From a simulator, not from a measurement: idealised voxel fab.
Title: Process Module voxel self aligned contacts
In the cross-section labelled cut, the width is 260 nm and each square cell is 5 nm.
The cross-sections in this document take the form of a grid made of square cells. They are written out as bands, in order from top to bottom. Each band consists of one or more rows of cells. Band: top height; bottom height; in nm. Then, left to right: material with width in nm, for each material. "all across": a single material spanning edge to edge. "blank": empty space. The level at which height equals 0 is the one under which the wafer, as it arrives, is entirely one material. No lower edge exists for the bottom band, which continues downward and is notated as in "0 nm and below". A width given as "30 to 40" starts at the first number in the band's top row and ends at the second number in its bottom row, shifting by an equal amount at every step from row to row. Step marked "remained the same"? Then no cell in the cross-section changed in it. Enclosed voids (no open way to top), threshold 8 cells or more, entry "Closed voids list", notation width x height at distance, distance from left edge, nm. Read whatever lies past the settings on a step's line as the simulator's own remark about the step. overlay nm: where the mask lay relative to plan, measured to the right, on steps with a mask; negatives go left.

The planned process steps are enumerated hereunder
step 1: RECEIVE | material Si
step 2: CONFORMAL_DEP | material SiO2 | thk nm 5
step 3: DIRECTIONAL_DEP | material polySi | thk nm 30
step 4: DIRECTIONAL_DEP | material SiN | thk nm 25
step 5: MASKED_ETCH | tone cover | mask id GATE | width nm 30 | pitch nm 75 | etch materials SiN | depth nm 25 | overlay nm 0
step 6: MASKED_ETCH | tone cover | mask id GATE | width nm 30 | pitch nm 75 | etch materials polySi | depth nm 30 | overlay nm 0
step 7: CONFORMAL_DEP | material SiN | thk nm 10
step 8: DIRECTIONAL_ETCH | etch materials SiN | depth nm 10
step 9: FILL_DEP | material SiO2 | thk nm 15
step 10: CMP | height nm 65
step 11: MASKED_ETCH | tone open | mask id CONTACT | width nm 55 | etch materials SiO2 | depth nm 65 | overlay nm 0
step 12: CONFORMAL_DEP | material TiN | thk nm 5
step 13: FILL_DEP | material W | thk nm 5
step 14: CMP | height nm 65
step 15: CONFORMAL_DEP | material SiN | thk nm 5

As-received state of the wafer in cross-section, equivalent to post-step 1
0 nm and below: Si all across
Closed voids list: none

End-of-module XS, first of two wafers, run as planned
70 nm to 65 nm: SiN all across
65 nm to 60 nm: SiO2 100  TiN 20  W 15  TiN 20  SiO2 105
60 nm to 35 nm: SiO2 65  SiN 50  TiN 5  W 15  TiN 5  SiN 50  SiO2 70
35 nm to 5 nm: SiO2 65  SiN 10  polySi 30  SiN 10  TiN 5  W 15  TiN 5  SiN 10  polySi 30  SiN 10  SiO2 70
5 nm to 0 nm: SiO2 115  TiN 25  SiO2 120
0 nm and below: Si all across
Closed voids list: none

Wafer two, sectioned after the module: the first wafer's start, the first wafer's plan, and one mistake in how it was run
70 nm to 65 nm: SiN all across
65 nm to 60 nm: SiO2 100  TiN 20  W 15  TiN 20  SiO2 105
60 nm to 40 nm: SiO2 65  SiN 50  TiN 5  W 15  TiN 5  SiN 50  SiO2 70
40 nm to 35 nm: SiO2 65  SiN 50  TiN 25  SiN 50  SiO2 70
35 nm to 5 nm: W all across
5 nm to 0 nm: SiO2 all across
0 nm and below: Si all across
Closed voids list: none
Misprocessing identified: for step 3, the planned setting was not used; the step was instead run as DIRECTIONAL_DEP | material W | thk nm 30
Final tally in cells, some materials are higher or lower on the second wafer than on the first: -48 SiN, -157 SiO2, -14 TiN, +291 W, -72 polySi
